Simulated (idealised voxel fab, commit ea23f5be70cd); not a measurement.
process module | voxel trench capacitor
cross-section cut | 155 nm wide | cells 5 nm
A cross-section is a grid of square cells, given in bands from the top down. A band is one or more rows of cells.
Each band's line starts with the height of the band's top and of its bottom, in nm. Then come its materials from left to right, each with its width in nm. One material with "throughout" fills the band from edge to edge. "air" is empty space.
Height 0 is the level under which the wafer as received is all one material. The lowest band goes on downwards, as in "0 down".
A width such as "30 to 40" changes by the same amount from each row of cells to the next, from the band's top row to its bottom row.
"no change" after a step means that no cell of the cross-section changed.
closed voids: empty space of 8 cells or more with no open way to the top, each as width x height at its distance from the left edge, in nm
after a step's settings: what the simulator itself notes on the step
overlay nm, on a step with a mask: how far to the right of its planned place the mask lay; to the left if negative
plan
1 op RECEIVE | material Si
2 op CONFORMAL_DEP | material SiN | thk nm 10
3 op DIRECTIONAL_DEP | material aC | thk nm 15
4 op PATTERN | tone open | mask id TRENCH | material resist | width nm 15 | pitch nm 40 | thk nm 35 | overlay nm -15
5 op DIRECTIONAL_ETCH | etch materials aC | depth nm 15
6 op STRIP | etch materials resist
7 op DIRECTIONAL_ETCH | etch materials SiN | depth nm 10
8 op DIRECTIONAL_ETCH | etch materials Si | depth nm 30
9 op STRIP | etch materials aC
10 op CONFORMAL_DEP | material SiO2 | thk nm 5
11 op FILL_DEP | material polySi | thk nm 10
12 op CMP | height nm 10
varied across the wafers: overlay nm of step 4. The plan shows the first wafer's value. All wafers start alike
first wafer as received, after step 1
  0 down: Si throughout
  closed voids: none
first wafer at the end, after step 12
  10 to 0: SiN 15 | SiO2 5 | polySi 5 | SiO2 5 | SiN 25 | SiO2 5 | polySi 5 | SiO2 5 | SiN 25 | SiO2 5 | polySi 5 | SiO2 5 | SiN 45
  0 to -25: Si 15 | SiO2 5 | polySi 5 | SiO2 5 | Si 25 | SiO2 5 | polySi 5 | SiO2 5 | Si 25 | SiO2 5 | polySi 5 | SiO2 5 | Si 45
  -25 to -30: Si 15 | SiO2 15 | Si 25 | SiO2 15 | Si 25 | SiO2 15 | Si 45
  -30 down: Si throughout
  closed voids: none
last wafer at the end
  10 to 0: SiN 45 | SiO2 5 | polySi 5 | SiO2 5 | SiN 25 | SiO2 5 | polySi 5 | SiO2 5 | SiN 25 | SiO2 5 | polySi 5 | SiO2 5 | SiN 15
  0 to -25: Si 45 | SiO2 5 | polySi 5 | SiO2 5 | Si 25 | SiO2 5 | polySi 5 | SiO2 5 | Si 25 | SiO2 5 | polySi 5 | SiO2 5 | Si 15
  -25 to -30: Si 45 | SiO2 15 | Si 25 | SiO2 15 | Si 25 | SiO2 15 | Si 15
  -30 down: Si throughout
  closed voids: none
each wafer at the end: cells of each material gained (+) or lost (-) since it was received, then its closed voids
overlay nm -15 | -54 Si | +44 SiN | +51 SiO2 | +21 polySi | closed voids: none
overlay nm -10 | -54 Si | +44 SiN | +51 SiO2 | +21 polySi | closed voids: none
overlay nm -5 | -54 Si | +44 SiN | +51 SiO2 | +21 polySi | closed voids: none
overlay nm 0 | -54 Si | +44 SiN | +51 SiO2 | +21 polySi | closed voids: none
overlay nm 5 | -54 Si | +44 SiN | +51 SiO2 | +21 polySi | closed voids: none
overlay nm 10 | -54 Si | +44 SiN | +51 SiO2 | +21 polySi | closed voids: none
overlay nm 15 | -54 Si | +44 SiN | +51 SiO2 | +21 polySi | closed voids: none
